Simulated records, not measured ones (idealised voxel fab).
The document below concerns the process module designated voxel self aligned contacts.
Cross-section cut spans 230 nm and uses square cells 5 nm in size.
Each cross-section below is a grid of square cells, stated as bands in top-down order, with one or more rows of cells making up each band. A band entry consists of two parts. The first gives the height of the band's top and the height of its bottom, in nm. The rest lists the band's materials from left to right, each with its width in nm. A single material labelled with the word "everywhere" fills the band from edge to edge, and the word "blank" marks empty space. Height datum 0, below which the as-received substrate wafer is one material. Lowest band open at the bottom, running downward: "from 0 down". Graded width ("30->40"): value in top row of band = first number; value in bottom row = second number; row-to-row change constant. For the purposes of this document, the phrase "no alterations made" attached to a step denotes that no cell within the cross-section was modified by that step. Enclosed voids (no open way to top), threshold 8 cells or more, entry "Sealed void listing", notation width x height at distance, distance from left edge, nm. It should be noted that, on the line of a given step, the content following the step's settings is a remark produced by the simulator itself with respect to that step. Steps that use a mask can have "overlay nm" on their line. It says how far the mask sat to the right of where it was meant to be. Negative means to the left.
BELOW IS THE LIST OF PLANNED PROCESS STEPS
1. RECEIVE | material Si
2. OXIDIZE | depth nm 5
3. DIRECTIONAL_DEP | material polySi | thk nm 30
4. DIRECTIONAL_DEP | material SiN | thk nm 20
5. MASKED_ETCH | tone cover | mask id GATE | width nm 30 | pitch nm 75 | etch materials SiN | depth nm 20 | overlay nm 0
6. MASKED_ETCH | tone cover | mask id GATE | width nm 30 | pitch nm 75 | etch materials polySi | depth nm 30 | overlay nm 0
7. CONFORMAL_DEP | material SiN | thk nm 10
8. DIRECTIONAL_ETCH | etch materials SiN | depth nm 10
9. FILL_DEP | material SiO2 | thk nm 15
10. CMP | height nm 55
11. DIRECTIONAL_DEP | material aC | thk nm 15
12. PATTERN | tone open | mask id CONTACT | material resist | width nm 55 | pitch nm 75 | thk nm 35 | overlay nm 0
13. DIRECTIONAL_ETCH | etch materials aC | depth nm 15
14. STRIP | etch materials resist
15. DIRECTIONAL_ETCH | etch materials SiO2 | depth nm 60
16. STRIP | etch materials aC
17. CONFORMAL_DEP | material TiN | thk nm 5
18. FILL_DEP | material Ru | thk nm 5
19. CMP | height nm 55
20. CONFORMAL_DEP | material SiCN | thk nm 5
BELOW: THE FIRST OF TWO WAFERS, RUN AS PLANNED
WAFER AS RECEIVED: CROSS-SECTION FOLLOWING STEP 1
from 0 down: Si everywhere
Sealed void listing: none
THE WAFER IN CROSS-SECTION ONCE STEP 2 IS COMPLETE
from 0 to -5: SiO2 everywhere
Under -5: no change, same as before.
THE WAFER IN CROSS-SECTION ONCE STEP 3 IS COMPLETE
from 30 to 0: polySi everywhere
Under 0: no change, same as before.
THE WAFER IN CROSS-SECTION ONCE STEP 4 IS COMPLETE
from 50 to 30: SiN everywhere
Under 30: no change, same as before.
THE WAFER IN CROSS-SECTION ONCE STEP 5 IS COMPLETE
from 50 to 30: blank (25); SiN (30); blank (45); SiN (30); blank (45); SiN (30); blank (25)
Under 30: no change, same as before.
THE WAFER IN CROSS-SECTION ONCE STEP 6 IS COMPLETE
from 50 to 30: blank (25); SiN (30); blank (45); SiN (30); blank (45); SiN (30); blank (25)
from 30 to 0: blank (25); polySi (30); blank (45); polySi (30); blank (45); polySi (30); blank (25)
Under 0: no change, same as before.
THE WAFER IN CROSS-SECTION ONCE STEP 7 IS COMPLETE
from 60 to 30: blank (15); SiN (50); blank (25); SiN (50); blank (25); SiN (50); blank (15)
from 30 to 10: blank (15); SiN (10); polySi (30); SiN (10); blank (25); SiN (10); polySi (30); SiN (10); blank (25); SiN (10); polySi (30); SiN (10); blank (15)
from 10 to 0: SiN (25); polySi (30); SiN (45); polySi (30); SiN (45); polySi (30); SiN (25)
Under 0: no change, same as before.
THE WAFER IN CROSS-SECTION ONCE STEP 8 IS COMPLETE
from 50 to 30: blank (15); SiN (50); blank (25); SiN (50); blank (25); SiN (50); blank (15)
from 30 to 0: blank (15); SiN (10); polySi (30); SiN (10); blank (25); SiN (10); polySi (30); SiN (10); blank (25); SiN (10); polySi (30); SiN (10); blank (15)
Under 0: no change, same as before.
THE WAFER IN CROSS-SECTION ONCE STEP 9 IS COMPLETE
from 65 to 50: SiO2 everywhere
from 50 to 30: SiO2 (15); SiN (50); SiO2 (25); SiN (50); SiO2 (25); SiN (50); SiO2 (15)
from 30 to 0: SiO2 (15); SiN (10); polySi (30); SiN (10); SiO2 (25); SiN (10); polySi (30); SiN (10); SiO2 (25); SiN (10); polySi (30); SiN (10); SiO2 (15)
Under 0: no change, same as before.
THE WAFER IN CROSS-SECTION ONCE STEP 10 IS COMPLETE
from 55 to 50: SiO2 everywhere
Under 50: no change, same as before.
THE WAFER IN CROSS-SECTION ONCE STEP 11 IS COMPLETE
from 70 to 55: aC everywhere
Under 55: no change, same as before.
THE WAFER IN CROSS-SECTION ONCE STEP 12 IS COMPLETE
from 105 to 70: resist (50); blank (55); resist (20); blank (55); resist (50)
Under 70: no change, same as before.
THE WAFER IN CROSS-SECTION ONCE STEP 13 IS COMPLETE
from 90 to 70: resist (50); blank (55); resist (20); blank (55); resist (50)
from 70 to 55: aC (50); blank (55); aC (20); blank (55); aC (50)
Under 55: no change, same as before.
THE WAFER IN CROSS-SECTION ONCE STEP 14 IS COMPLETE
from 70 to 55: aC (50); blank (55); aC (20); blank (55); aC (50)
Under 55: no change, same as before.
THE WAFER IN CROSS-SECTION ONCE STEP 15 IS COMPLETE
from 70 to 55: aC (50); blank (55); aC (20); blank (55); aC (50)
from 55 to 50: SiO2 (50); blank (55); SiO2 (20); blank (55); SiO2 (50)
from 50 to 30: SiO2 (15); SiN (50); blank (25); SiN (50); blank (25); SiN (50); SiO2 (15)
from 30 to 0: SiO2 (15); SiN (10); polySi (30); SiN (10); blank (25); SiN (10); polySi (30); SiN (10); blank (25); SiN (10); polySi (30); SiN (10); SiO2 (15)
from 0 to -5: SiO2 (65); blank (25); SiO2 (50); blank (25); SiO2 (65)
Under -5: no change, same as before.
THE WAFER IN CROSS-SECTION ONCE STEP 16 IS COMPLETE
from 55 to 50: SiO2 (50); blank (55); SiO2 (20); blank (55); SiO2 (50)
Under 50: no change, same as before.
THE WAFER IN CROSS-SECTION ONCE STEP 17 IS COMPLETE
from 60 to 55: TiN (55); blank (45); TiN (30); blank (45); TiN (55)
from 55 to 50: SiO2 (50); TiN (20); blank (15); TiN (20); SiO2 (20); TiN (20); blank (15); TiN (20); SiO2 (50)
from 50 to 30: SiO2 (15); SiN (50); TiN (5); blank (15); TiN (5); SiN (50); TiN (5); blank (15); TiN (5); SiN (50); SiO2 (15)
from 30 to 0: SiO2 (15); SiN (10); polySi (30); SiN (10); TiN (5); blank (15); TiN (5); SiN (10); polySi (30); SiN (10); TiN (5); blank (15); TiN (5); SiN (10); polySi (30); SiN (10); SiO2 (15)
from 0 to -5: SiO2 (65); TiN (25); SiO2 (50); TiN (25); SiO2 (65)
Under -5: no change, same as before.
THE WAFER IN CROSS-SECTION ONCE STEP 18 IS COMPLETE
from 65 to 60: Ru everywhere
from 60 to 55: TiN (55); Ru (45); TiN (30); Ru (45); TiN (55)
from 55 to 50: SiO2 (50); TiN (20); Ru (15); TiN (20); SiO2 (20); TiN (20); Ru (15); TiN (20); SiO2 (50)
from 50 to 30: SiO2 (15); SiN (50); TiN (5); Ru (15); TiN (5); SiN (50); TiN (5); Ru (15); TiN (5); SiN (50); SiO2 (15)
from 30 to 0: SiO2 (15); SiN (10); polySi (30); SiN (10); TiN (5); Ru (15); TiN (5); SiN (10); polySi (30); SiN (10); TiN (5); Ru (15); TiN (5); SiN (10); polySi (30); SiN (10); SiO2 (15)
Under 0: no change, same as before.
THE WAFER IN CROSS-SECTION ONCE STEP 19 IS COMPLETE
from 55 to 50: SiO2 (50); TiN (20); Ru (15); TiN (20); SiO2 (20); TiN (20); Ru (15); TiN (20); SiO2 (50)
Under 50: no change, same as before.
THE WAFER IN CROSS-SECTION ONCE STEP 20 IS COMPLETE
from 60 to 55: SiCN everywhere
Under 55: no change, same as before.
SECOND WAFER: SAME START AND SAME PLAN AS THE FIRST, ONE EXECUTION ERROR; IDENTICAL TO THE FIRST THROUGH STEP 6
Second wafer shown in cross-section at the time step 7 was slated to end: no alterations made
SECOND WAFER SHOWN IN CROSS-SECTION AT THE TIME STEP 8 WAS SLATED TO END
from 40 to 30: blank (25); SiN (30); blank (45); SiN (30); blank (45); SiN (30); blank (25)
Under 30: no change, same as before.
SECOND WAFER SHOWN IN CROSS-SECTION AT THE TIME STEP 9 WAS SLATED TO END
from 55 to 40: SiO2 everywhere
from 40 to 30: SiO2 (25); SiN (30); SiO2 (45); SiN (30); SiO2 (45); SiN (30); SiO2 (25)
from 30 to 0: SiO2 (25); polySi (30); SiO2 (45); polySi (30); SiO2 (45); polySi (30); SiO2 (25)
Under 0: no change, same as before.
Second wafer shown in cross-section at the time step 10 was slated to end: no alterations made
SECOND WAFER SHOWN IN CROSS-SECTION AT THE TIME STEP 11 WAS SLATED TO END
from 70 to 55: aC everywhere
Under 55: no change, same as before.
SECOND WAFER SHOWN IN CROSS-SECTION AT THE TIME STEP 12 WAS SLATED TO END
from 105 to 70: resist (50); blank (55); resist (20); blank (55); resist (50)
Under 70: no change, same as before.
SECOND WAFER SHOWN IN CROSS-SECTION AT THE TIME STEP 13 WAS SLATED TO END
from 90 to 70: resist (50); blank (55); resist (20); blank (55); resist (50)
from 70 to 55: aC (50); blank (55); aC (20); blank (55); aC (50)
Under 55: no change, same as before.
SECOND WAFER SHOWN IN CROSS-SECTION AT THE TIME STEP 14 WAS SLATED TO END
from 70 to 55: aC (50); blank (55); aC (20); blank (55); aC (50)
Under 55: no change, same as before.
SECOND WAFER SHOWN IN CROSS-SECTION AT THE TIME STEP 15 WAS SLATED TO END
from 70 to 55: aC (50); blank (55); aC (20); blank (55); aC (50)
from 55 to 40: SiO2 (50); blank (55); SiO2 (20); blank (55); SiO2 (50)
from 40 to 30: SiO2 (25); SiN (30); blank (45); SiN (30); blank (45); SiN (30); SiO2 (25)
from 30 to 0: SiO2 (25); polySi (30); blank (45); polySi (30); blank (45); polySi (30); SiO2 (25)
from 0 to -5: SiO2 (55); blank (45); SiO2 (30); blank (45); SiO2 (55)
Under -5: no change, same as before.
SECOND WAFER SHOWN IN CROSS-SECTION AT THE TIME STEP 16 WAS SLATED TO END
from 55 to 40: SiO2 (50); blank (55); SiO2 (20); blank (55); SiO2 (50)
Under 40: no change, same as before.
SECOND WAFER SHOWN IN CROSS-SECTION AT THE TIME STEP 17 WAS SLATED TO END
from 60 to 55: TiN (55); blank (45); TiN (30); blank (45); TiN (55)
from 55 to 45: SiO2 (50); TiN (5); blank (45); TiN (5); SiO2 (20); TiN (5); blank (45); TiN (5); SiO2 (50)
from 45 to 40: SiO2 (50); TiN (10); blank (35); TiN (10); SiO2 (20); TiN (10); blank (35); TiN (10); SiO2 (50)
from 40 to 30: SiO2 (25); SiN (30); TiN (5); blank (35); TiN (5); SiN (30); TiN (5); blank (35); TiN (5); SiN (30); SiO2 (25)
from 30 to 0: SiO2 (25); polySi (30); TiN (5); blank (35); TiN (5); polySi (30); TiN (5); blank (35); TiN (5); polySi (30); SiO2 (25)
from 0 to -5: SiO2 (55); TiN (45); SiO2 (30); TiN (45); SiO2 (55)
Under -5: no change, same as before.
SECOND WAFER SHOWN IN CROSS-SECTION AT THE TIME STEP 18 WAS SLATED TO END
from 65 to 60: Ru everywhere
from 60 to 55: TiN (55); Ru (45); TiN (30); Ru (45); TiN (55)
from 55 to 45: SiO2 (50); TiN (5); Ru (45); TiN (5); SiO2 (20); TiN (5); Ru (45); TiN (5); SiO2 (50)
from 45 to 40: SiO2 (50); TiN (10); Ru (35); TiN (10); SiO2 (20); TiN (10); Ru (35); TiN (10); SiO2 (50)
from 40 to 30: SiO2 (25); SiN (30); TiN (5); Ru (35); TiN (5); SiN (30); TiN (5); Ru (35); TiN (5); SiN (30); SiO2 (25)
from 30 to 0: SiO2 (25); polySi (30); TiN (5); Ru (35); TiN (5); polySi (30); TiN (5); Ru (35); TiN (5); polySi (30); SiO2 (25)
Under 0: no change, same as before.
SECOND WAFER SHOWN IN CROSS-SECTION AT THE TIME STEP 19 WAS SLATED TO END
from 55 to 45: SiO2 (50); TiN (5); Ru (45); TiN (5); SiO2 (20); TiN (5); Ru (45); TiN (5); SiO2 (50)
Under 45: no change, same as before.
SECOND WAFER SHOWN IN CROSS-SECTION AT THE TIME STEP 20 WAS SLATED TO END
from 60 to 55: SiCN everywhere
Under 55: no change, same as before.
Deviation noted in wafer processing: step 7 of the plan was jumped over and never run
Counted in cells at the end, the second wafer holds more or fewer of these materials than the first: Ru: 96 more | SiN: 156 fewer | SiO2: 60 more
